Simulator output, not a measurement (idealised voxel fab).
process module | voxel ribs on slabs
The figure presents cross-section cut, which has a width of 260 nm and is divided into square cells with an edge length of 5 nm.
Cross-section = grid of square cells, listed top down in bands; band = one or more rows. First you get the band's top height and its bottom height, in nm, and then the materials it's made of, left to right, with each width in nm. If you see a single material with "everywhere", that one covers the band edge to edge. "empty" is empty space. Zero point of the height axis is 0; under it, received wafer = one material. Lowest band: continues down indefinitely, "from 0 down". A width given as "30 to 40" starts at the first number in the band's top row and ends at the second number in its bottom row, shifting by an equal amount at every step from row to row. "same as before" for a step: no cell of the cross-section changed in that step. Voids not open to the top, 8 cells minimum: see "Voids, sealed". Written width x height at distance; distance is from the left edge; nm. It should be noted that, on the line of a given step, the content following the step's settings is a remark produced by the simulator itself with respect to that step. "overlay nm", when on a step's line for a step with a mask, measures how far to the right of its planned place the mask lay; a negative measure means to the left.

### Process steps - plan
1,RECEIVE with material Si
2,DIRECTIONAL_DEP with material SiO2, thk nm 20
3,DIRECTIONAL_DEP with material SiN, thk nm 25
4,DIRECTIONAL_DEP with material aC, thk nm 10
5,PATTERN with tone cover, mask id RIB, material resist, width nm 20, thk nm 25, overlay nm 0
6,DIRECTIONAL_ETCH with etch materials aC, depth nm 10
7,STRIP with etch materials resist
8,DIRECTIONAL_ETCH with etch materials SiN, depth nm 5
9,STRIP with etch materials aC
10,MASKED_ETCH with tone cover, mask id SLAB, width nm 60, etch materials SiN, depth nm 20, overlay nm 0
11,FILL_DEP with material SiO2, thk nm 15
12,CMP with height nm 55
13,DIRECTIONAL_DEP with material W, thk nm 5
14,PATTERN with tone cover, mask id HEATER, material resist, width nm 30, thk nm 15, overlay nm 0
15,DIRECTIONAL_ETCH with etch materials W, depth nm 5
16,STRIP with etch materials resist
17,CONFORMAL_DEP with material SiO2, thk nm 10

### As-received wafer cross-section (after step 1)
    from 0 down | Si everywhere
    Voids, sealed: none

### Post-module cross-section of the first of two wafers (run per plan)
    from 70 to 65 | empty 105, then SiO2 50, then empty 105
    from 65 to 60 | SiO2 everywhere
    from 60 to 55 | SiO2 115, then W 30, then SiO2 115
    from 55 to 45 | SiO2 everywhere
    from 45 to 40 | SiO2 120, then SiN 20, then SiO2 120
    from 40 to 20 | SiO2 100, then SiN 60, then SiO2 100
    from 20 to 0 | SiO2 everywhere
    from 0 down | Si everywhere
    Voids, sealed: none

### Cross-section of the latter of the two wafers at module completion. It had an identical start and an identical plan to the former; in running it, one mistake was made
    from 60 to 55 | empty 115, then W 30, then empty 115
    from 55 to 45 | SiO2 everywhere
    from 45 to 40 | SiO2 120, then SiN 20, then SiO2 120
    from 40 to 20 | SiO2 100, then SiN 60, then SiO2 100
    from 20 to 0 | SiO2 everywhere
    from 0 down | Si everywhere
    Voids, sealed: none
The mistake made against the process plan was this: plan step 17: skipped, not run
Wrapping up, a cell-based count of both wafers puts the second over or under the first for these materials: -108 SiO2
